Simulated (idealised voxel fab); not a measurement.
A process module follows: voxel self aligned vias.
Cross-sectional view cut (width: 225 nm; square cell size: 5 nm).
Bands, listed from the top down, are how a cross-section gets written in this document; the cross-section itself is a grid of square cells, and a band is one or more rows of them.
Heads up on the band format: heights come first, top then bottom, in nm. After that it's the materials left to right, each with its width in nm. A single material flagged "all across" fills the whole band edge to edge, and "air" means there's empty space there.
Measure heights from 0. That's the level where, below it, the as-received wafer is all one material. The lowest band is bottomless and extends downward; write it as in "0..down".
A width such as "30..40" changes by the same amount from each row of cells to the next, from the band's top row to its bottom row.
"nothing got changed", as given for a step, is the statement that not any cell of the cross-section underwent a change during that step.
This entry, "Sealed internal cavities", enumerates those empty regions of no fewer than 8 cells that possess no open connection to the top. Each region is reported in the form width x height at distance, the distance being taken from the left edge, with all three quantities expressed in nm.
Whatever follows a step's settings on its line is a remark the simulator itself makes about that step.
Among the settings permitted on a step's line is "overlay nm"; applied to a step with a mask, it specifies the extent to which the mask lay to the right of its planned position, whereas a negative figure signifies a position to the left.
-- Set out below are the planned steps of the process
| 1 | RECEIVE [material Si] |
| 2 | CONFORMAL_DEP [material SiO2] [thk nm 15] |
| 3 | CONFORMAL_DEP [material SiCN] [thk nm 5] |
| 4 | DIRECTIONAL_DEP [material SiO2] [thk nm 20] |
| 5 | PATTERN [tone open] [mask id LINES] [material resist] [width nm 20] [pitch nm 50] [thk nm 20] [overlay nm 0] |
| 6 | DIRECTIONAL_ETCH [etch materials SiO2] [depth nm 20] |
| 7 | STRIP [etch materials resist] |
| 8 | CONFORMAL_DEP [material TiN] [thk nm 5] |
| 9 | FILL_DEP [material Ru] [thk nm 5] |
| 10 | CMP [height nm 40] |
| 11 | SELECTIVE_ETCH [etch materials W Ru TiN] [depth nm 5] |
| 12 | FILL_DEP [material SiN] [thk nm 5] |
| 13 | CMP [height nm 40] |
| 14 | DIRECTIONAL_DEP [material SiO2] [thk nm 15] |
| 15 | DIRECTIONAL_DEP [material aC] [thk nm 10] |
| 16 | PATTERN [tone open] [mask id VIAS] [material resist] [width nm 30] [pitch nm 50] [thk nm 25] [overlay nm 0] |
| 17 | DIRECTIONAL_ETCH [etch materials aC] [depth nm 10] |
| 18 | STRIP [etch materials resist] |
| 19 | DIRECTIONAL_ETCH [etch materials SiO2] [depth nm 15] |
| 20 | DIRECTIONAL_ETCH [etch materials SiN] [depth nm 5] |
| 21 | STRIP [etch materials aC] |
| 22 | CONFORMAL_DEP [material TiN] [thk nm 5] |
| 23 | FILL_DEP [material Ru] [thk nm 5] |
| 24 | CMP [height nm 55] |
| 25 | CONFORMAL_DEP [material SiN] [thk nm 5] |
-- First of two wafers, with the run carried out as planned
-- Wafer cross-section on receipt, i.e. after step 1
* 0..down = Si all across
* Sealed internal cavities: none
-- Cross-section through the wafer, step 2 finished
* 15..0 = SiO2 all across
* below 0: unchanged
-- Cross-section through the wafer, step 3 finished
* 20..15 = SiCN all across
* below 15: unchanged
-- Cross-section through the wafer, step 4 finished
* 40..20 = SiO2 all across
* below 20: unchanged
-- Cross-section through the wafer, step 5 finished
* 60..40 = 50 resist; 20 air; 30 resist; 20 air; 30 resist; 20 air; 55 resist
* below 40: unchanged
-- Cross-section through the wafer, step 6 finished
* 60..40 = 50 resist; 20 air; 30 resist; 20 air; 30 resist; 20 air; 55 resist
* 40..20 = 50 SiO2; 20 air; 30 SiO2; 20 air; 30 SiO2; 20 air; 55 SiO2
* below 20: unchanged
-- Cross-section through the wafer, step 7 finished
* 40..20 = 50 SiO2; 20 air; 30 SiO2; 20 air; 30 SiO2; 20 air; 55 SiO2
* below 20: unchanged
-- Cross-section through the wafer, step 8 finished
* 45..40 = 55 TiN; 10 air; 40 TiN; 10 air; 40 TiN; 10 air; 60 TiN
* 40..25 = 50 SiO2; 5 TiN; 10 air; 5 TiN; 30 SiO2; 5 TiN; 10 air; 5 TiN; 30 SiO2; 5 TiN; 10 air; 5 TiN; 55 SiO2
* 25..20 = 50 SiO2; 20 TiN; 30 SiO2; 20 TiN; 30 SiO2; 20 TiN; 55 SiO2
* below 20: unchanged
-- Cross-section through the wafer, step 9 finished
* 50..45 = Ru all across
* 45..40 = 55 TiN; 10 Ru; 40 TiN; 10 Ru; 40 TiN; 10 Ru; 60 TiN
* 40..25 = 50 SiO2; 5 TiN; 10 Ru; 5 TiN; 30 SiO2; 5 TiN; 10 Ru; 5 TiN; 30 SiO2; 5 TiN; 10 Ru; 5 TiN; 55 SiO2
* below 25: unchanged
-- Cross-section through the wafer, step 10 finished
* 40..25 = 50 SiO2; 5 TiN; 10 Ru; 5 TiN; 30 SiO2; 5 TiN; 10 Ru; 5 TiN; 30 SiO2; 5 TiN; 10 Ru; 5 TiN; 55 SiO2
* below 25: unchanged
-- Cross-section through the wafer, step 11 finished
* 40..35 = 50 SiO2; 20 air; 30 SiO2; 20 air; 30 SiO2; 20 air; 55 SiO2
* below 35: unchanged
-- Cross-section through the wafer, step 12 finished
* 45..40 = SiN all across
* 40..35 = 50 SiO2; 20 SiN; 30 SiO2; 20 SiN; 30 SiO2; 20 SiN; 55 SiO2
* below 35: unchanged
-- Cross-section through the wafer, step 13 finished
* 40..35 = 50 SiO2; 20 SiN; 30 SiO2; 20 SiN; 30 SiO2; 20 SiN; 55 SiO2
* below 35: unchanged
-- Cross-section through the wafer, step 14 finished
* 55..40 = SiO2 all across
* below 40: unchanged
-- Cross-section through the wafer, step 15 finished
* 65..55 = aC all across
* below 55: unchanged
-- Cross-section through the wafer, step 16 finished
* 90..65 = 45 resist; 30 air; 20 resist; 30 air; 20 resist; 30 air; 50 resist
* below 65: unchanged
-- Cross-section through the wafer, step 17 finished
* 80..65 = 45 resist; 30 air; 20 resist; 30 air; 20 resist; 30 air; 50 resist
* 65..55 = 45 aC; 30 air; 20 aC; 30 air; 20 aC; 30 air; 50 aC
* below 55: unchanged
-- Cross-section through the wafer, step 18 finished
* 65..55 = 45 aC; 30 air; 20 aC; 30 air; 20 aC; 30 air; 50 aC
* below 55: unchanged
-- Cross-section through the wafer, step 19 finished
* 65..55 = 45 aC; 30 air; 20 aC; 30 air; 20 aC; 30 air; 50 aC
* 55..40 = 45 SiO2; 30 air; 20 SiO2; 30 air; 20 SiO2; 30 air; 50 SiO2
* below 40: unchanged
-- Cross-section through the wafer, step 20 finished
* 65..55 = 45 aC; 30 air; 20 aC; 30 air; 20 aC; 30 air; 50 aC
* 55..40 = 45 SiO2; 30 air; 20 SiO2; 30 air; 20 SiO2; 30 air; 50 SiO2
* 40..35 = 50 SiO2; 20 air; 30 SiO2; 20 air; 30 SiO2; 20 air; 55 SiO2
* below 35: unchanged
-- Cross-section through the wafer, step 21 finished
* 55..40 = 45 SiO2; 30 air; 20 SiO2; 30 air; 20 SiO2; 30 air; 50 SiO2
* below 40: unchanged
-- Cross-section through the wafer, step 22 finished
* 60..55 = 50 TiN; 20 air; 30 TiN; 20 air; 30 TiN; 20 air; 55 TiN
* 55..45 = 45 SiO2; 5 TiN; 20 air; 5 TiN; 20 SiO2; 5 TiN; 20 air; 5 TiN; 20 SiO2; 5 TiN; 20 air; 5 TiN; 50 SiO2
* 45..40 = 45 SiO2; 10 TiN; 10 air; 10 TiN; 20 SiO2; 10 TiN; 10 air; 10 TiN; 20 SiO2; 10 TiN; 10 air; 10 TiN; 50 SiO2
* 40..35 = 50 SiO2; 20 TiN; 30 SiO2; 20 TiN; 30 SiO2; 20 TiN; 55 SiO2
* below 35: unchanged
-- Cross-section through the wafer, step 23 finished
* 65..60 = Ru all across
* 60..55 = 50 TiN; 20 Ru; 30 TiN; 20 Ru; 30 TiN; 20 Ru; 55 TiN
* 55..45 = 45 SiO2; 5 TiN; 20 Ru; 5 TiN; 20 SiO2; 5 TiN; 20 Ru; 5 TiN; 20 SiO2; 5 TiN; 20 Ru; 5 TiN; 50 SiO2
* 45..40 = 45 SiO2; 10 TiN; 10 Ru; 10 TiN; 20 SiO2; 10 TiN; 10 Ru; 10 TiN; 20 SiO2; 10 TiN; 10 Ru; 10 TiN; 50 SiO2
* below 40: unchanged
-- Cross-section through the wafer, step 24 finished
* 55..45 = 45 SiO2; 5 TiN; 20 Ru; 5 TiN; 20 SiO2; 5 TiN; 20 Ru; 5 TiN; 20 SiO2; 5 TiN; 20 Ru; 5 TiN; 50 SiO2
* below 45: unchanged
-- Cross-section through the wafer, step 25 finished
* 60..55 = SiN all across
* below 55: unchanged
-- The remaining wafer, second of the two, started like the first and was run to the same plan, except that one mistake was made along the way; the two coincide through step 4, inclusive
-- Second wafer, cut view, end of step 5 per plan
* 60..40 = 40 resist; 20 air; 30 resist; 20 air; 30 resist; 20 air; 65 resist
* below 40: unchanged
-- Second wafer, cut view, end of step 6 per plan
* 60..40 = 40 resist; 20 air; 30 resist; 20 air; 30 resist; 20 air; 65 resist
* 40..20 = 40 SiO2; 20 air; 30 SiO2; 20 air; 30 SiO2; 20 air; 65 SiO2
* below 20: unchanged
-- Second wafer, cut view, end of step 7 per plan
* 40..20 = 40 SiO2; 20 air; 30 SiO2; 20 air; 30 SiO2; 20 air; 65 SiO2
* below 20: unchanged
-- Second wafer, cut view, end of step 8 per plan
* 45..40 = 45 TiN; 10 air; 40 TiN; 10 air; 40 TiN; 10 air; 70 TiN
* 40..25 = 40 SiO2; 5 TiN; 10 air; 5 TiN; 30 SiO2; 5 TiN; 10 air; 5 TiN; 30 SiO2; 5 TiN; 10 air; 5 TiN; 65 SiO2
* 25..20 = 40 SiO2; 20 TiN; 30 SiO2; 20 TiN; 30 SiO2; 20 TiN; 65 SiO2
* below 20: unchanged
-- Second wafer, cut view, end of step 9 per plan
* 50..45 = Ru all across
* 45..40 = 45 TiN; 10 Ru; 40 TiN; 10 Ru; 40 TiN; 10 Ru; 70 TiN
* 40..25 = 40 SiO2; 5 TiN; 10 Ru; 5 TiN; 30 SiO2; 5 TiN; 10 Ru; 5 TiN; 30 SiO2; 5 TiN; 10 Ru; 5 TiN; 65 SiO2
* below 25: unchanged
-- Second wafer, cut view, end of step 10 per plan
* 40..25 = 40 SiO2; 5 TiN; 10 Ru; 5 TiN; 30 SiO2; 5 TiN; 10 Ru; 5 TiN; 30 SiO2; 5 TiN; 10 Ru; 5 TiN; 65 SiO2
* below 25: unchanged
-- Second wafer, cut view, end of step 11 per plan
* 40..35 = 40 SiO2; 20 air; 30 SiO2; 20 air; 30 SiO2; 20 air; 65 SiO2
* below 35: unchanged
-- Second wafer, cut view, end of step 12 per plan
* 45..40 = SiN all across
* 40..35 = 40 SiO2; 20 SiN; 30 SiO2; 20 SiN; 30 SiO2; 20 SiN; 65 SiO2
* below 35: unchanged
-- Second wafer, cut view, end of step 13 per plan
* 40..35 = 40 SiO2; 20 SiN; 30 SiO2; 20 SiN; 30 SiO2; 20 SiN; 65 SiO2
* below 35: unchanged
-- Second wafer, cut view, end of step 14 per plan
* 55..40 = SiO2 all across
* below 40: unchanged
-- Second wafer, cut view, end of step 15 per plan
* 65..55 = aC all across
* below 55: unchanged
-- Second wafer, cut view, end of step 16 per plan
* 90..65 = 45 resist; 30 air; 20 resist; 30 air; 20 resist; 30 air; 50 resist
* below 65: unchanged
-- Second wafer, cut view, end of step 17 per plan
* 80..65 = 45 resist; 30 air; 20 resist; 30 air; 20 resist; 30 air; 50 resist
* 65..55 = 45 aC; 30 air; 20 aC; 30 air; 20 aC; 30 air; 50 aC
* below 55: unchanged
-- Second wafer, cut view, end of step 18 per plan
* 65..55 = 45 aC; 30 air; 20 aC; 30 air; 20 aC; 30 air; 50 aC
* below 55: unchanged
-- Second wafer, cut view, end of step 19 per plan
* 65..55 = 45 aC; 30 air; 20 aC; 30 air; 20 aC; 30 air; 50 aC
* 55..40 = 45 SiO2; 30 air; 20 SiO2; 30 air; 20 SiO2; 30 air; 50 SiO2
* below 40: unchanged
-- Second wafer, cut view, end of step 20 per plan
* 65..55 = 45 aC; 30 air; 20 aC; 30 air; 20 aC; 30 air; 50 aC
* 55..40 = 45 SiO2; 30 air; 20 SiO2; 30 air; 20 SiO2; 30 air; 50 SiO2
* 40..35 = 40 SiO2; 5 SiN; 15 air; 30 SiO2; 5 SiN; 15 air; 30 SiO2; 5 SiN; 15 air; 65 SiO2
* below 35: unchanged
-- Second wafer, cut view, end of step 21 per plan
* 55..40 = 45 SiO2; 30 air; 20 SiO2; 30 air; 20 SiO2; 30 air; 50 SiO2
* below 40: unchanged
-- Second wafer, cut view, end of step 22 per plan
* 60..55 = 50 TiN; 20 air; 30 TiN; 20 air; 30 TiN; 20 air; 55 TiN
* 55..45 = 45 SiO2; 5 TiN; 20 air; 5 TiN; 20 SiO2; 5 TiN; 20 air; 5 TiN; 20 SiO2; 5 TiN; 20 air; 5 TiN; 50 SiO2
* 45..40 = 45 SiO2; 5 TiN; 5 air; 20 TiN; 20 SiO2; 5 TiN; 5 air; 20 TiN; 20 SiO2; 5 TiN; 5 air; 20 TiN; 50 SiO2
* 40..35 = 40 SiO2; 5 SiN; 15 TiN; 30 SiO2; 5 SiN; 15 TiN; 30 SiO2; 5 SiN; 15 TiN; 65 SiO2
* below 35: unchanged
-- Second wafer, cut view, end of step 23 per plan
* 65..60 = Ru all across
* 60..55 = 50 TiN; 20 Ru; 30 TiN; 20 Ru; 30 TiN; 20 Ru; 55 TiN
* 55..45 = 45 SiO2; 5 TiN; 20 Ru; 5 TiN; 20 SiO2; 5 TiN; 20 Ru; 5 TiN; 20 SiO2; 5 TiN; 20 Ru; 5 TiN; 50 SiO2
* 45..40 = 45 SiO2; 5 TiN; 5 Ru; 20 TiN; 20 SiO2; 5 TiN; 5 Ru; 20 TiN; 20 SiO2; 5 TiN; 5 Ru; 20 TiN; 50 SiO2
* below 40: unchanged
-- Second wafer, cut view, end of step 24 per plan
* 55..45 = 45 SiO2; 5 TiN; 20 Ru; 5 TiN; 20 SiO2; 5 TiN; 20 Ru; 5 TiN; 20 SiO2; 5 TiN; 20 Ru; 5 TiN; 50 SiO2
* below 45: unchanged
-- Second wafer, cut view, end of step 25 per plan
* 60..55 = SiN all across
* below 55: unchanged
Deviation from plan: step 5 deviated from plan and actually ran as PATTERN [tone open] [mask id LINES] [material resist] [width nm 20] [pitch nm 50] [thk nm 20] [overlay nm -10]
FYI, end of process, the second wafer has more or fewer cells of some materials than the first: 3 fewer of Ru; 3 more of SiN
